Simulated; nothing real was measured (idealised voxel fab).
process module | voxel lift off
cross-section cut | 285 nm wide | cells 5 nm
A cross-section is a grid of square cells, given in bands from the top down. A band is one or more rows of cells.
Each band's line starts with the height of the band's top and of its bottom, in nm. Then come its materials from left to right, each with its width in nm. One material with "throughout" fills the band from edge to edge. "air" is empty space.
Height 0 is the level under which the wafer as received is all one material. The lowest band goes on downwards, as in "0 down".
A width such as "30 to 40" changes by the same amount from each row of cells to the next, from the band's top row to its bottom row.
"no change" after a step means that no cell of the cross-section changed.
closed voids: empty space of 8 cells or more with no open way to the top, each as width x height at its distance from the left edge, in nm
after a step's settings: what the simulator itself notes on the step
overlay nm, on a step with a mask: how far to the right of its planned place the mask lay; to the left if negative
plan
1 op RECEIVE | material Si
2 op CONFORMAL_DEP | material Al2O3 | thk nm 5
3 op PATTERN | tone open | mask id LINES | material resist | width nm 15 | pitch nm 40 | thk nm 25 | overlay nm -15
4 op DIRECTIONAL_DEP | material Ru | thk nm 15
5 op STRIP | etch materials resist
6 op CONFORMAL_DEP | material SiN | thk nm 5
varied across the wafers: overlay nm of step 3. The plan shows the first wafer's value. All wafers start alike
first wafer as received, after step 1
  0 down: Si throughout
  closed voids: none
first wafer at the end, after step 6
  25 to 20: air 55 | SiN 25 | air 15 | SiN 25 | air 15 | SiN 25 | air 15 | SiN 25 | air 85
  20 to 10: air 55 | SiN 5 | Ru 15 | SiN 5 | air 15 | SiN 5 | Ru 15 | SiN 5 | air 15 | SiN 5 | Ru 15 | SiN 5 | air 15 | SiN 5 | Ru 15 | SiN 5 | air 85
  10 to 5: SiN 60 | Ru 15 | SiN 25 | Ru 15 | SiN 25 | Ru 15 | SiN 25 | Ru 15 | SiN 90
  5 to 0: Al2O3 throughout
  0 down: Si throughout
  closed voids: none
last wafer at the end
  25 to 20: air 85 | SiN 25 | air 15 | SiN 25 | air 15 | SiN 25 | air 15 | SiN 25 | air 55
  20 to 10: air 85 | SiN 5 | Ru 15 | SiN 5 | air 15 | SiN 5 | Ru 15 | SiN 5 | air 15 | SiN 5 | Ru 15 | SiN 5 | air 15 | SiN 5 | Ru 15 | SiN 5 | air 55
  10 to 5: SiN 90 | Ru 15 | SiN 25 | Ru 15 | SiN 25 | Ru 15 | SiN 25 | Ru 15 | SiN 60
  5 to 0: Al2O3 throughout
  0 down: Si throughout
  closed voids: none
each wafer at the end: cells of each material gained (+) or lost (-) since it was received, then its closed voids
overlay nm -15 | +57 Al2O3 | +36 Ru | +81 SiN | closed voids: none
overlay nm -10 | +57 Al2O3 | +36 Ru | +81 SiN | closed voids: none
overlay nm -5 | +57 Al2O3 | +36 Ru | +81 SiN | closed voids: none
overlay nm 0 | +57 Al2O3 | +36 Ru | +81 SiN | closed voids: none
overlay nm 5 | +57 Al2O3 | +36 Ru | +81 SiN | closed voids: none
overlay nm 10 | +57 Al2O3 | +36 Ru | +81 SiN | closed voids: none
overlay nm 15 | +57 Al2O3 | +36 Ru | +81 SiN | closed voids: none
